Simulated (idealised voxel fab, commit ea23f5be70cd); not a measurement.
Herein follows the process module entitled voxel gate over fins.
FYI the section here is cut, 200 nm wide, cells are 5 nm squares.
Format of a cross-section: grid, square cells. Given as bands. Order: top down. Band: one or more rows of cells. Band: top height; bottom height; in nm. Then, left to right: material with width in nm, for each material. "full width": a single material spanning edge to edge. "air": empty space. Height reference: 0 = level under which incoming wafer is all one material. Lowest band: no bottom, runs on downward, e.g. "top 0, no bottom". You'd read "30 to 40" like this: the band's top row of cells is as wide as the first number, its bottom row is as wide as the second, and going down, every row changes width by the same amount as the row before did. Step marked "nothing was modified"? Then no cell in the cross-section changed in it. The label "Enclosed void listing" introduces a list of the empty spaces, 8 cells or larger, that have no open way up to the top; each entry in it reads width x height at distance, where the distance is taken from the left edge and all three are stated in nm. What comes after the settings on a step's line is commentary from the simulator itself on that step. overlay nm: mask offset rightward from planned place, masked step; negative means leftward offset. Below you will find pairs of cross-sections. In each, one shows the wafer before one process step and the other after it, with the after view ending at the lowest band that changed. Under each pair is the step separating them, along with its settings. Do not assume the pairs form a chain: they can come from different runs of this module on the same starting wafer, and a pair continues from the pair above it only when its "Before processing" entry says so.

Before processing
	top 10, bottom 5  air=50  TiN=35  air=25  TiN=35  air=55
	top 5, bottom 0  air=50  TiN=5  HfO2=25  TiN=5  air=25  TiN=5  HfO2=25  TiN=5  air=55
	top 0, bottom -5  air=50  TiN=5  HfO2=5  Si=15  HfO2=5  TiN=5  air=25  TiN=5  HfO2=5  Si=15  HfO2=5  TiN=5  air=55
	top -5, bottom -10  TiN=45  air=5  TiN=5  HfO2=5  Si=15  HfO2=5  TiN=5  air=25  TiN=5  HfO2=5  Si=15  HfO2=5  TiN=5  air=5  TiN=50
	top -10, bottom -15  HfO2=40  TiN=5  air=5  TiN=5  HfO2=5  Si=15  HfO2=5  TiN=35  HfO2=5  Si=15  HfO2=5  TiN=5  air=5  TiN=5  HfO2=45
	top -15, bottom -20  SiO2=35  HfO2=5  TiN=15  HfO2=5  Si=15  HfO2=5  TiN=5  HfO2=25  TiN=5  HfO2=5  Si=15  HfO2=5  TiN=15  HfO2=5  SiO2=40
	top -20, bottom -25  SiO2=35  HfO2=25  Si=15  HfO2=15  TiN=5  W=5  TiN=5  HfO2=15  Si=15  HfO2=25  SiO2=40
	top -25, bottom -30  SiO2=60  Si=15  SiO2=15  TiN=15  SiO2=15  Si=15  SiO2=65
	top -30, bottom -35  SiO2=60  Si=15  SiO2=45  Si=15  SiO2=65
	top -35, no bottom  Si full width
	Enclosed void listing: none

Post-Step Appearance
	top 15, bottom 10  air=45  TiAl=45  air=15  TiAl=45  air=50
	top 10, bottom 5  air=45  TiAl=5  TiN=35  TiAl=5  air=15  TiAl=5  TiN=35  TiAl=5  air=50
	top 5, bottom 0  air=45  TiAl=5  TiN=5  HfO2=25  TiN=5  TiAl=5  air=15  TiAl=5  TiN=5  HfO2=25  TiN=5  TiAl=5  air=50
	top 0, bottom -5  TiAl=50  TiN=5  HfO2=5  Si=15  HfO2=5  TiN=5  TiAl=5  air=15  TiAl=5  TiN=5  HfO2=5  Si=15  HfO2=5  TiN=5  TiAl=55
	top -5, bottom -10  TiN=45  TiAl=5  TiN=5  HfO2=5  Si=15  HfO2=5  TiN=5  TiAl=25  TiN=5  HfO2=5  Si=15  HfO2=5  TiN=5  TiAl=5  TiN=50
	top -10, bottom -15  HfO2=40  TiN=5  TiAl=5  TiN=5  HfO2=5  Si=15  HfO2=5  TiN=35  HfO2=5  Si=15  HfO2=5  TiN=5  TiAl=5  TiN=5  HfO2=45
	At heights below -15, the structure remains unaltered.
	Enclosed void listing: none
Processing between the before and after sections above: CONFORMAL_DEP with material TiAl, thk nm 5

Before processing: For the state before this step, see the after cross-section of the pair located directly above.

Post-Step Appearance
	top 20, bottom 15  air=40  TiN=55  air=5  TiN=55  air=45
	top 15, bottom 10  air=40  TiN=5  TiAl=45  TiN=5  air=5  TiN=5  TiAl=45  TiN=5  air=45
	top 10, bottom 5  air=40  TiN=5  TiAl=5  TiN=35  TiAl=5  TiN=5  air=5  TiN=5  TiAl=5  TiN=35  TiAl=5  TiN=5  air=45
	top 5, bottom 0  TiN=45  TiAl=5  TiN=5  HfO2=25  TiN=5  TiAl=5  TiN=5  air=5  TiN=5  TiAl=5  TiN=5  HfO2=25  TiN=5  TiAl=5  TiN=50
	top 0, bottom -5  TiAl=50  TiN=5  HfO2=5  Si=15  HfO2=5  TiN=5  TiAl=5  TiN=15  TiAl=5  TiN=5  HfO2=5  Si=15  HfO2=5  TiN=5  TiAl=55
	At heights below -5, the structure remains unaltered.
	Enclosed void listing: none
Processing between the before and after sections above: CONFORMAL_DEP with material TiN, thk nm 5

Before processing: For the state before this step, see the after cross-section of the pair located directly above.

Post-Step Appearance
	top 35, bottom 20  W full width
	top 20, bottom 15  W=40  TiN=55  W=5  TiN=55  W=45
	top 15, bottom 10  W=40  TiN=5  TiAl=45  TiN=5  W=5  TiN=5  TiAl=45  TiN=5  W=45
	top 10, bottom 5  W=40  TiN=5  TiAl=5  TiN=35  TiAl=5  TiN=5  W=5  TiN=5  TiAl=5  TiN=35  TiAl=5  TiN=5  W=45
	top 5, bottom 0  TiN=45  TiAl=5  TiN=5  HfO2=25  TiN=5  TiAl=5  TiN=5  W=5  TiN=5  TiAl=5  TiN=5  HfO2=25  TiN=5  TiAl=5  TiN=50
	At heights below 0, the structure remains unaltered.
	Enclosed void listing: none
Processing between the before and after sections above: FILL_DEP with material W, thk nm 15

Before processing: For the state before this step, see the after cross-section of the pair located directly above.

Post-Step Appearance
	top 30, bottom 20  W full width
	At heights below 20, the structure remains unaltered.
	Enclosed void listing: none
Processing between the before and after sections above: CMP with height nm 30

Before processing: For the state before this step, see the after cross-section of the pair located directly above.

Post-Step Appearance
	top 35, bottom 30  SiCN full width
	At heights below 30, the structure remains unaltered.
	Enclosed void listing: none
Processing between the before and after sections above: CONFORMAL_DEP with material SiCN, thk nm 5

Before processing
	top 35, bottom 20  W full width
	top 20, bottom 15  W=40  TiN=55  W=5  TiN=55  W=45
	top 15, bottom 10  W=40  TiN=5  TiAl=45  TiN=5  W=5  TiN=5  TiAl=45  TiN=5  W=45
	top 10, bottom 5  W=40  TiN=5  TiAl=5  TiN=35  TiAl=5  TiN=5  W=5  TiN=5  TiAl=5  TiN=35  TiAl=5  TiN=5  W=45
	top 5, bottom 0  TiN=45  TiAl=5  TiN=5  HfO2=25  TiN=5  TiAl=5  TiN=15  TiAl=5  TiN=5  HfO2=25  TiN=5  TiAl=5  TiN=50
	top 0, bottom -5  TiAl=50  TiN=5  HfO2=5  Si=15  HfO2=5  TiN=5  TiAl=25  TiN=5  HfO2=5  Si=15  HfO2=5  TiN=5  TiAl=55
	top -5, bottom -10  TiN=55  HfO2=5  Si=15  HfO2=5  TiN=35  HfO2=5  Si=15  HfO2=5  TiN=60
	top -10, bottom -15  HfO2=60  Si=15  HfO2=45  Si=15  HfO2=65
	top -15, bottom -20  SiO2=60  Si=15  SiO2=45  Si=15  SiO2=65
	top -20, bottom -25  SiO2=60  Si=15  SiO2=15  TiN=5  W=5  TiN=5  SiO2=15  Si=15  SiO2=65
	top -25, bottom -30  SiO2=60  Si=15  SiO2=15  TiN=15  SiO2=15  Si=15  SiO2=65
	top -30, bottom -35  SiO2=60  Si=15  SiO2=45  Si=15  SiO2=65
	top -35, no bottom  Si full width
	Enclosed void listing: none

Post-Step Appearance
	top 20, bottom 15  W=40  TiN=55  W=5  TiN=55  W=45
	At heights below 15, the structure remains unaltered.
	Enclosed void listing: none
Processing between the before and after sections above: CMP with height nm 20

Before processing: For the state before this step, see the after cross-section of the pair located directly above.

Post-Step Appearance
	top 25, bottom 20  SiCN full width
	At heights below 20, the structure remains unaltered.
	Enclosed void listing: none
Processing between the before and after sections above: CONFORMAL_DEP with material SiCN, thk nm 5

Before processing
	top 10, bottom 0  SiN full width
	top 0, no bottom  Si full width
	Enclosed void listing: none

Post-Step Appearance
	top 25, bottom 10  air=55  resist=25  air=35  resist=25  air=60
	At heights below 10, the structure remains unaltered.
	Enclosed void listing: none
Processing between the before and after sections above: PATTERN with tone cover, mask id FINS, material resist, width nm 25, pitch nm 60, thk nm 15, overlay nm 0

Before processing: For the state before this step, see the after cross-section of the pair located directly above.

Post-Step Appearance
	top 25, bottom 10  air=55  resist=25  air=35  resist=25  air=60
	top 10, bottom 0  air=55  SiN=25  air=35  SiN=25  air=60
	At heights below 0, the structure remains unaltered.
	Enclosed void listing: none
Processing between the before and after sections above: DIRECTIONAL_ETCH with etch materials SiN, depth nm 10

Before processing: For the state before this step, see the after cross-section of the pair located directly above.

Post-Step Appearance
	top 25, bottom 10  air=55  resist=25  air=35  resist=25  air=60
	top 10, bottom 0  air=55  SiN=25  air=35  SiN=25  air=60
	top 0, bottom -35  air=55  Si=25  air=35  Si=25  air=60
	At heights below -35, the structure remains unaltered.
	Enclosed void listing: none
Processing between the before and after sections above: DIRECTIONAL_ETCH with etch materials Si, depth nm 35

Before processing: For the state before this step, see the after cross-section of the pair located directly above.

Post-Step Appearance
	top 10, bottom 0  air=55  SiN=25  air=35  SiN=25  air=60
	At heights below 0, the structure remains unaltered.
	Enclosed void listing: none
Processing between the before and after sections above: STRIP with etch materials resist

Before processing: For the state before this step, see the after cross-section of the pair located directly above.

Post-Step Appearance
	top 15, bottom 10  SiO2 full width
	top 10, bottom 0  SiO2=55  SiN=25  SiO2=35  SiN=25  SiO2=60
	top 0, bottom -35  SiO2=55  Si=25  SiO2=35  Si=25  SiO2=60
	At heights below -35, the structure remains unaltered.
	Enclosed void listing: none
Processing between the before and after sections above: FILL_DEP with material SiO2, thk nm 5

Before processing: For the state before this step, see the after cross-section of the pair located directly above.

Post-Step Appearance
	top 10, bottom 0  SiO2=55  SiN=25  SiO2=35  SiN=25  SiO2=60
	At heights below 0, the structure remains unaltered.
	Enclosed void listing: none
Processing between the before and after sections above: CMP with height nm 10

Before processing: For the state before this step, see the after cross-section of the pair located directly above.

Post-Step Appearance
	top 25, bottom 10  aC full width
	At heights below 10, the structure remains unaltered.
	Enclosed void listing: none
Processing between the before and after sections above: DIRECTIONAL_DEP with material aC, thk nm 15

Before processing: For the state before this step, see the after cross-section of the pair located directly above.

Post-Step Appearance
	top 55, bottom 25  resist=90  air=15  resist=95
	At heights below 25, the structure remains unaltered.
	Enclosed void listing: none
Processing between the before and after sections above: PATTERN with tone open, mask id RAIL, material resist, width nm 15, thk nm 30, overlay nm 0

Before processing: For the state before this step, see the after cross-section of the pair located directly above.

Post-Step Appearance
	top 40, bottom 25  resist=90  air=15  resist=95
	top 25, bottom 10  aC=90  air=15  aC=95
	At heights below 10, the structure remains unaltered.
	Enclosed void listing: none
Processing between the before and after sections above: DIRECTIONAL_ETCH with etch materials aC, depth nm 15

Before processing: For the state before this step, see the after cross-section of the pair located directly above.

Post-Step Appearance
	top 25, bottom 10  aC=90  air=15  aC=95
	At heights below 10, the structure remains unaltered.
	Enclosed void listing: none
Processing between the before and after sections above: STRIP with etch materials resist

Before processing: For the state before this step, see the after cross-section of the pair located directly above.

Post-Step Appearance
	top 25, bottom 10  aC=90  air=15  aC=95
	top 10, bottom 0  SiO2=55  SiN=25  SiO2=10  air=15  SiO2=10  SiN=25  SiO2=60
	top 0, bottom -30  SiO2=55  Si=25  SiO2=10  air=15  SiO2=10  Si=25  SiO2=60
	At heights below -30, the structure remains unaltered.
	Enclosed void listing: none
Processing between the before and after sections above: DIRECTIONAL_ETCH with etch materials SiO2, depth nm 40

Before processing: For the state before this step, see the after cross-section of the pair located directly above.

Post-Step Appearance
	top 10, bottom 0  SiO2=55  SiN=25  SiO2=10  air=15  SiO2=10  SiN=25  SiO2=60
	At heights below 0, the structure remains unaltered.
	Enclosed void listing: none
Processing between the before and after sections above: STRIP with etch materials aC

Before processing: For the state before this step, see the after cross-section of the pair located directly above.

Post-Step Appearance
	top 15, bottom 10  TiN=95  air=5  TiN=100
	top 10, bottom 0  SiO2=55  SiN=25  SiO2=10  TiN=5  air=5  TiN=5  SiO2=10  SiN=25  SiO2=60
	top 0, bottom -25  SiO2=55  Si=25  SiO2=10  TiN=5  air=5  TiN=5  SiO2=10  Si=25  SiO2=60
	top -25, bottom -30  SiO2=55  Si=25  SiO2=10  TiN=15  SiO2=10  Si=25  SiO2=60
	At heights below -30, the structure remains unaltered.
	Enclosed void listing: none
Processing between the before and after sections above: CONFORMAL_DEP with material TiN, thk nm 5

Before processing: For the state before this step, see the after cross-section of the pair located directly above.

Post-Step Appearance
	top 20, bottom 15  W full width
	top 15, bottom 10  TiN=95  W=5  TiN=100
	top 10, bottom 0  SiO2=55  SiN=25  SiO2=10  TiN=5  W=5  TiN=5  SiO2=10  SiN=25  SiO2=60
	top 0, bottom -25  SiO2=55  Si=25  SiO2=10  TiN=5  W=5  TiN=5  SiO2=10  Si=25  SiO2=60
	At heights below -25, the structure remains unaltered.
	Enclosed void listing: none
Processing between the before and after sections above: FILL_DEP with material W, thk nm 5

Before processing: For the state before this step, see the after cross-section of the pair located directly above.

Post-Step Appearance
	top 10, bottom 0  SiO2=55  SiN=25  SiO2=10  TiN=5  W=5  TiN=5  SiO2=10  SiN=25  SiO2=60
	At heights below 0, the structure remains unaltered.
	Enclosed void listing: none
Processing between the before and after sections above: CMP with height nm 10

Before processing: For the state before this step, see the after cross-section of the pair located directly above.

Post-Step Appearance
	top 10, bottom 0  SiO2=55  SiN=25  SiO2=10  air=15  SiO2=10  SiN=25  SiO2=60
	top 0, bottom -20  SiO2=55  Si=25  SiO2=10  air=15  SiO2=10  Si=25  SiO2=60
	At heights below -20, the structure remains unaltered.
	Enclosed void listing: none
Processing between the before and after sections above: SELECTIVE_ETCH with etch materials W Ru TiN, depth nm 30

Before processing: For the state before this step, see the after cross-section of the pair located directly above.

Post-Step Appearance
	top 15, bottom 10  SiO2 full width
	top 10, bottom 0  SiO2=55  SiN=25  SiO2=35  SiN=25  SiO2=60
	top 0, bottom -20  SiO2=55  Si=25  SiO2=35  Si=25  SiO2=60
	At heights below -20, the structure remains unaltered.
	Enclosed void listing: none
Processing between the before and after sections above: FILL_DEP with material SiO2, thk nm 5

Before processing: For the state before this step, see the after cross-section of the pair located directly above.

Post-Step Appearance
	top 10, bottom 0  SiO2=55  SiN=25  SiO2=35  SiN=25  SiO2=60
	At heights below 0, the structure remains unaltered.
	Enclosed void listing: none
Processing between the before and after sections above: CMP with height nm 10

Before processing: For the state before this step, see the after cross-section of the pair located directly above.

Post-Step Appearance
	top 10, bottom 0  air=55  SiN=25  air=35  SiN=25  air=60
	top 0, bottom -15  air=55  Si=25  air=35  Si=25  air=60
	At heights below -15, the structure remains unaltered.
	Enclosed void listing: none
Processing between the before and after sections above: SELECTIVE_ETCH with etch materials SiO2, depth nm 25

Before processing: For the state before this step, see the after cross-section of the pair located directly above.

Post-Step Appearance
	top 0, bottom -15  air=55  Si=25  air=35  Si=25  air=60
	At heights below -15, the structure remains unaltered.
	Enclosed void listing: none
Processing between the before and after sections above: STRIP with etch materials SiN

Before processing: For the state before this step, see the after cross-section of the pair located directly above.

Post-Step Appearance
	top 5, bottom 0  air=50  HfO2=35  air=25  HfO2=35  air=55
	top 0, bottom -10  air=50  HfO2=5  Si=25  HfO2=5  air=25  HfO2=5  Si=25  HfO2=5  air=55
	top -10, bottom -15  HfO2=55  Si=25  HfO2=35  Si=25  HfO2=60
	At heights below -15, the structure remains unaltered.
	Enclosed void listing: none
Processing between the before and after sections above: CONFORMAL_DEP with material HfO2, thk nm 5

Before processing: For the state before this step, see the after cross-section of the pair located directly above.

Post-Step Appearance
	top 10, bottom 5  air=45  TiN=45  air=15  TiN=45  air=50
	top 5, bottom 0  air=45  TiN=5  HfO2=35  TiN=5  air=15  TiN=5  HfO2=35  TiN=5  air=50
	top 0, bottom -5  air=45  TiN=5  HfO2=5  Si=25  HfO2=5  TiN=5  air=15  TiN=5  HfO2=5  Si=25  HfO2=5  TiN=5  air=50
	top -5, bottom -10  TiN=50  HfO2=5  Si=25  HfO2=5  TiN=25  HfO2=5  Si=25  HfO2=5  TiN=55
	At heights below -10, the structure remains unaltered.
	Enclosed void listing: none
Processing between the before and after sections above: CONFORMAL_DEP with material TiN, thk nm 5

Before processing: For the state before this step, see the after cross-section of the pair located directly above.

Post-Step Appearance
	top 15, bottom 10  air=40  TiAl=55  air=5  TiAl=55  air=45
	top 10, bottom 5  air=40  TiAl=5  TiN=45  TiAl=5  air=5  TiAl=5  TiN=45  TiAl=5  air=45
	top 5, bottom 0  air=40  TiAl=5  TiN=5  HfO2=35  TiN=5  TiAl=5  air=5  TiAl=5  TiN=5  HfO2=35  TiN=5  TiAl=5  air=45
	top 0, bottom -5  TiAl=45  TiN=5  HfO2=5  Si=25  HfO2=5  TiN=5  TiAl=15  TiN=5  HfO2=5  Si=25  HfO2=5  TiN=5  TiAl=50
	At heights below -5, the structure remains unaltered.
	Enclosed void listing: none
Processing between the before and after sections above: CONFORMAL_DEP with material TiAl, thk nm 5

Before processing: For the state before this step, see the after cross-section of the pair located directly above.

Post-Step Appearance
	top 20, bottom 15  air=35  TiN=125  air=40
	top 15, bottom 10  air=35  TiN=5  TiAl=55  TiN=5  TiAl=55  TiN=5  air=40
	top 10, bottom 5  air=35  TiN=5  TiAl=5  TiN=45  TiAl=5  TiN=5  TiAl=5  TiN=45  TiAl=5  TiN=5  air=40
	top 5, bottom 0  TiN=40  TiAl=5  TiN=5  HfO2=35  TiN=5  TiAl=5  TiN=5  TiAl=5  TiN=5  HfO2=35  TiN=5  TiAl=5  TiN=45
	At heights below 0, the structure remains unaltered.
	Enclosed void listing: none
Processing between the before and after sections above: CONFORMAL_DEP with material TiN, thk nm 5

Before processing: For the state before this step, see the after cross-section of the pair located directly above.

Post-Step Appearance
	top 35, bottom 20  W full width
	top 20, bottom 15  W=35  TiN=125  W=40
	top 15, bottom 10  W=35  TiN=5  TiAl=55  TiN=5  TiAl=55  TiN=5  W=40
	top 10, bottom 5  W=35  TiN=5  TiAl=5  TiN=45  TiAl=5  TiN=5  TiAl=5  TiN=45  TiAl=5  TiN=5  W=40
	At heights below 5, the structure remains unaltered.
	Enclosed void listing: none
Processing between the before and after sections above: FILL_DEP with material W, thk nm 15

Before processing: For the state before this step, see the after cross-section of the pair located directly above.

Post-Step Appearance
	top 30, bottom 20  W full width
	At heights below 20, the structure remains unaltered.
	Enclosed void listing: none
Processing between the before and after sections above: CMP with height nm 30

Before processing: For the state before this step, see the after cross-section of the pair located directly above.

Post-Step Appearance
	top 35, bottom 30  SiCN full width
	At heights below 30, the structure remains unaltered.
	Enclosed void listing: none
Processing between the before and after sections above: CONFORMAL_DEP with material SiCN, thk nm 5

Before processing
	top 10, bottom 0  SiN full width
	top 0, no bottom  Si full width
	Enclosed void listing: none

Post-Step Appearance
	top 25, bottom 10  air=65  resist=15  air=45  resist=15  air=60
	At heights below 10, the structure remains unaltered.
	Enclosed void listing: none
Processing between the before and after sections above: PATTERN with tone cover, mask id FINS, material resist, width nm 15, pitch nm 60, thk nm 15, overlay nm 5

Before processing: For the state before this step, see the after cross-section of the pair located directly above.

Post-Step Appearance
	top 25, bottom 10  air=65  resist=15  air=45  resist=15  air=60
	top 10, bottom 0  air=65  SiN=15  air=45  SiN=15  air=60
	At heights below 0, the structure remains unaltered.
	Enclosed void listing: none
Processing between the before and after sections above: DIRECTIONAL_ETCH with etch materials SiN, depth nm 10

Before processing: For the state before this step, see the after cross-section of the pair located directly above.

Post-Step Appearance
	top 25, bottom 10  air=65  resist=15  air=45  resist=15  air=60
	top 10, bottom 0  air=65  SiN=15  air=45  SiN=15  air=60
	top 0, bottom -35  air=65  Si=15  air=45  Si=15  air=60
	At heights below -35, the structure remains unaltered.
	Enclosed void listing: none
Processing between the before and after sections above: DIRECTIONAL_ETCH with etch materials Si, depth nm 35

Before processing: For the state before this step, see the after cross-section of the pair located directly above.

Post-Step Appearance
	top 10, bottom 0  air=65  SiN=15  air=45  SiN=15  air=60
	At heights below 0, the structure remains unaltered.
	Enclosed void listing: none
Processing between the before and after sections above: STRIP with etch materials resist

Before processing: For the state before this step, see the after cross-section of the pair located directly above.

Post-Step Appearance
	top 15, bottom 10  SiO2 full width
	top 10, bottom 0  SiO2=65  SiN=15  SiO2=45  SiN=15  SiO2=60
	top 0, bottom -35  SiO2=65  Si=15  SiO2=45  Si=15  SiO2=60
	At heights below -35, the structure remains unaltered.
	Enclosed void listing: none
Processing between the before and after sections above: FILL_DEP with material SiO2, thk nm 5

Before processing: For the state before this step, see the after cross-section of the pair located directly above.

Post-Step Appearance
	top 10, bottom 0  SiO2=65  SiN=15  SiO2=45  SiN=15  SiO2=60
	At heights below 0, the structure remains unaltered.
	Enclosed void listing: none
Processing between the before and after sections above: CMP with height nm 10

Before processing: For the state before this step, see the after cross-section of the pair located directly above.

Post-Step Appearance
	top 25, bottom 10  aC full width
	At heights below 10, the structure remains unaltered.
	Enclosed void listing: none
Processing between the before and after sections above: DIRECTIONAL_DEP with material aC, thk nm 15

Before processing: For the state before this step, see the after cross-section of the pair located directly above.

Post-Step Appearance
	top 55, bottom 25  resist=90  air=15  resist=95
	At heights below 25, the structure remains unaltered.
	Enclosed void listing: none
Processing between the before and after sections above: PATTERN with tone open, mask id RAIL, material resist, width nm 15, thk nm 30, overlay nm 0

Before processing: For the state before this step, see the after cross-section of the pair located directly above.

Post-Step Appearance
	top 40, bottom 25  resist=90  air=15  resist=95
	top 25, bottom 10  aC=90  air=15  aC=95
	At heights below 10, the structure remains unaltered.
	Enclosed void listing: none
Processing between the before and after sections above: DIRECTIONAL_ETCH with etch materials aC, depth nm 15

Before processing: For the state before this step, see the after cross-section of the pair located directly above.

Post-Step Appearance
	top 25, bottom 10  aC=90  air=15  aC=95
	At heights below 10, the structure remains unaltered.
	Enclosed void listing: none
Processing between the before and after sections above: STRIP with etch materials resist

Before processing: For the state before this step, see the after cross-section of the pair located directly above.

Post-Step Appearance
	top 25, bottom 10  aC=90  air=15  aC=95
	top 10, bottom 0  SiO2=65  SiN=15  SiO2=10  air=15  SiO2=20  SiN=15  SiO2=60
	top 0, bottom -30  SiO2=65  Si=15  SiO2=10  air=15  SiO2=20  Si=15  SiO2=60
	At heights below -30, the structure remains unaltered.
	Enclosed void listing: none
Processing between the before and after sections above: DIRECTIONAL_ETCH with etch materials SiO2, depth nm 40

Before processing: For the state before this step, see the after cross-section of the pair located directly above.

Post-Step Appearance
	top 10, bottom 0  SiO2=65  SiN=15  SiO2=10  air=15  SiO2=20  SiN=15  SiO2=60
	At heights below 0, the structure remains unaltered.
	Enclosed void listing: none
Processing between the before and after sections above: STRIP with etch materials aC

Before processing: For the state before this step, see the after cross-section of the pair located directly above.

Post-Step Appearance
	top 15, bottom 10  TiN=95  air=5  TiN=100
	top 10, bottom 0  SiO2=65  SiN=15  SiO2=10  TiN=5  air=5  TiN=5  SiO2=20  SiN=15  SiO2=60
	top 0, bottom -25  SiO2=65  Si=15  SiO2=10  TiN=5  air=5  TiN=5  SiO2=20  Si=15  SiO2=60
	top -25, bottom -30  SiO2=65  Si=15  SiO2=10  TiN=15  SiO2=20  Si=15  SiO2=60
	At heights below -30, the structure remains unaltered.
	Enclosed void listing: none
Processing between the before and after sections above: CONFORMAL_DEP with material TiN, thk nm 5

Before processing: For the state before this step, see the after cross-section of the pair located directly above.

Post-Step Appearance
	top 20, bottom 15  W full width
	top 15, bottom 10  TiN=95  W=5  TiN=100
	top 10, bottom 0  SiO2=65  SiN=15  SiO2=10  TiN=5  W=5  TiN=5  SiO2=20  SiN=15  SiO2=60
	top 0, bottom -25  SiO2=65  Si=15  SiO2=10  TiN=5  W=5  TiN=5  SiO2=20  Si=15  SiO2=60
	At heights below -25, the structure remains unaltered.
	Enclosed void listing: none
Processing between the before and after sections above: FILL_DEP with material W, thk nm 5

Before processing: For the state before this step, see the after cross-section of the pair located directly above.

Post-Step Appearance
	top 10, bottom 0  SiO2=65  SiN=15  SiO2=10  TiN=5  W=5  TiN=5  SiO2=20  SiN=15  SiO2=60
	At heights below 0, the structure remains unaltered.
	Enclosed void listing: none
Processing between the before and after sections above: CMP with height nm 10

Before processing: For the state before this step, see the after cross-section of the pair located directly above.

Post-Step Appearance
	top 10, bottom 0  SiO2=65  SiN=15  SiO2=10  air=15  SiO2=20  SiN=15  SiO2=60
	top 0, bottom -20  SiO2=65  Si=15  SiO2=10  air=15  SiO2=20  Si=15  SiO2=60
	At heights below -20, the structure remains unaltered.
	Enclosed void listing: none
Processing between the before and after sections above: SELECTIVE_ETCH with etch materials W Ru TiN, depth nm 30

Before processing: For the state before this step, see the after cross-section of the pair located directly above.

Post-Step Appearance
	top 15, bottom 10  SiO2 full width
	top 10, bottom 0  SiO2=65  SiN=15  SiO2=45  SiN=15  SiO2=60
	top 0, bottom -20  SiO2=65  Si=15  SiO2=45  Si=15  SiO2=60
	At heights below -20, the structure remains unaltered.
	Enclosed void listing: none
Processing between the before and after sections above: FILL_DEP with material SiO2, thk nm 5

Before processing: For the state before this step, see the after cross-section of the pair located directly above.

Post-Step Appearance
	top 10, bottom 0  SiO2=65  SiN=15  SiO2=45  SiN=15  SiO2=60
	At heights below 0, the structure remains unaltered.
	Enclosed void listing: none
Processing between the before and after sections above: CMP with height nm 10

Before processing: For the state before this step, see the after cross-section of the pair located directly above.

Post-Step Appearance
	top 10, bottom 0  air=65  SiN=15  air=45  SiN=15  air=60
	top 0, bottom -15  air=65  Si=15  air=45  Si=15  air=60
	At heights below -15, the structure remains unaltered.
	Enclosed void listing: none
Processing between the before and after sections above: SELECTIVE_ETCH with etch materials SiO2, depth nm 25

Before processing: For the state before this step, see the after cross-section of the pair located directly above.

Post-Step Appearance
	top 0, bottom -15  air=65  Si=15  air=45  Si=15  air=60
	At heights below -15, the structure remains unaltered.
	Enclosed void listing: none
Processing between the before and after sections above: STRIP with etch materials SiN

Before processing: For the state before this step, see the after cross-section of the pair located directly above.

Post-Step Appearance
	top 5, bottom 0  air=60  HfO2=25  air=35  HfO2=25  air=55
	top 0, bottom -10  air=60  HfO2=5  Si=15  HfO2=5  air=35  HfO2=5  Si=15  HfO2=5  air=55
	top -10, bottom -15  HfO2=65  Si=15  HfO2=45  Si=15  HfO2=60
	At heights below -15, the structure remains unaltered.
	Enclosed void listing: none
Processing between the before and after sections above: CONFORMAL_DEP with material HfO2, thk nm 5

Before processing: For the state before this step, see the after cross-section of the pair located directly above.

Post-Step Appearance
	top 10, bottom 5  air=55  TiN=35  air=25  TiN=35  air=50
	top 5, bottom 0  air=55  TiN=5  HfO2=25  TiN=5  air=25  TiN=5  HfO2=25  TiN=5  air=50
	top 0, bottom -5  air=55  TiN=5  HfO2=5  Si=15  HfO2=5  TiN=5  air=25  TiN=5  HfO2=5  Si=15  HfO2=5  TiN=5  air=50
	top -5, bottom -10  TiN=60  HfO2=5  Si=15  HfO2=5  TiN=35  HfO2=5  Si=15  HfO2=5  TiN=55
	At heights below -10, the structure remains unaltered.
	Enclosed void listing: none
Processing between the before and after sections above: CONFORMAL_DEP with material TiN, thk nm 5

Before processing: For the state before this step, see the after cross-section of the pair located directly above.

Post-Step Appearance
	top 15, bottom 10  air=50  TiAl=45  air=15  TiAl=45  air=45
	top 10, bottom 5  air=50  TiAl=5  TiN=35  TiAl=5  air=15  TiAl=5  TiN=35  TiAl=5  air=45
	top 5, bottom 0  air=50  TiAl=5  TiN=5  HfO2=25  TiN=5  TiAl=5  air=15  TiAl=5  TiN=5  HfO2=25  TiN=5  TiAl=5  air=45
	top 0, bottom -5  TiAl=55  TiN=5  HfO2=5  Si=15  HfO2=5  TiN=5  TiAl=25  TiN=5  HfO2=5  Si=15  HfO2=5  TiN=5  TiAl=50
	At heights below -5, the structure remains unaltered.
	Enclosed void listing: none
Processing between the before and after sections above: CONFORMAL_DEP with material TiAl, thk nm 5

Before processing: For the state before this step, see the after cross-section of the pair located directly above.

Post-Step Appearance
	top 20, bottom 15  air=45  TiN=55  air=5  TiN=55  air=40
	top 15, bottom 10  air=45  TiN=5  TiAl=45  TiN=5  air=5  TiN=5  TiAl=45  TiN=5  air=40
	top 10, bottom 5  air=45  TiN=5  TiAl=5  TiN=35  TiAl=5  TiN=5  air=5  TiN=5  TiAl=5  TiN=35  TiAl=5  TiN=5  air=40
	top 5, bottom 0  TiN=50  TiAl=5  TiN=5  HfO2=25  TiN=5  TiAl=5  TiN=15  TiAl=5  TiN=5  HfO2=25  TiN=5  TiAl=5  TiN=45
	At heights below 0, the structure remains unaltered.
	Enclosed void listing: none
Processing between the before and after sections above: CONFORMAL_DEP with material TiN, thk nm 5

Before processing: For the state before this step, see the after cross-section of the pair located directly above.

Post-Step Appearance
	top 35, bottom 20  W full width
	top 20, bottom 15  W=45  TiN=55  W=5  TiN=55  W=40
	top 15, bottom 10  W=45  TiN=5  TiAl=45  TiN=5  W=5  TiN=5  TiAl=45  TiN=5  W=40
	top 10, bottom 5  W=45  TiN=5  TiAl=5  TiN=35  TiAl=5  TiN=5  W=5  TiN=5  TiAl=5  TiN=35  TiAl=5  TiN=5  W=40
	At heights below 5, the structure remains unaltered.
	Enclosed void listing: none
Processing between the before and after sections above: FILL_DEP with material W, thk nm 15

Before processing: For the state before this step, see the after cross-section of the pair located directly above.

Post-Step Appearance
	top 30, bottom 20  W full width
	At heights below 20, the structure remains unaltered.
	Enclosed void listing: none
Processing between the before and after sections above: CMP with height nm 30

Before processing: For the state before this step, see the after cross-section of the pair located directly above.

Post-Step Appearance
	top 35, bottom 30  SiCN full width
	At heights below 30, the structure remains unaltered.
	Enclosed void listing: none
Processing between the before and after sections above: CONFORMAL_DEP with material SiCN, thk nm 5
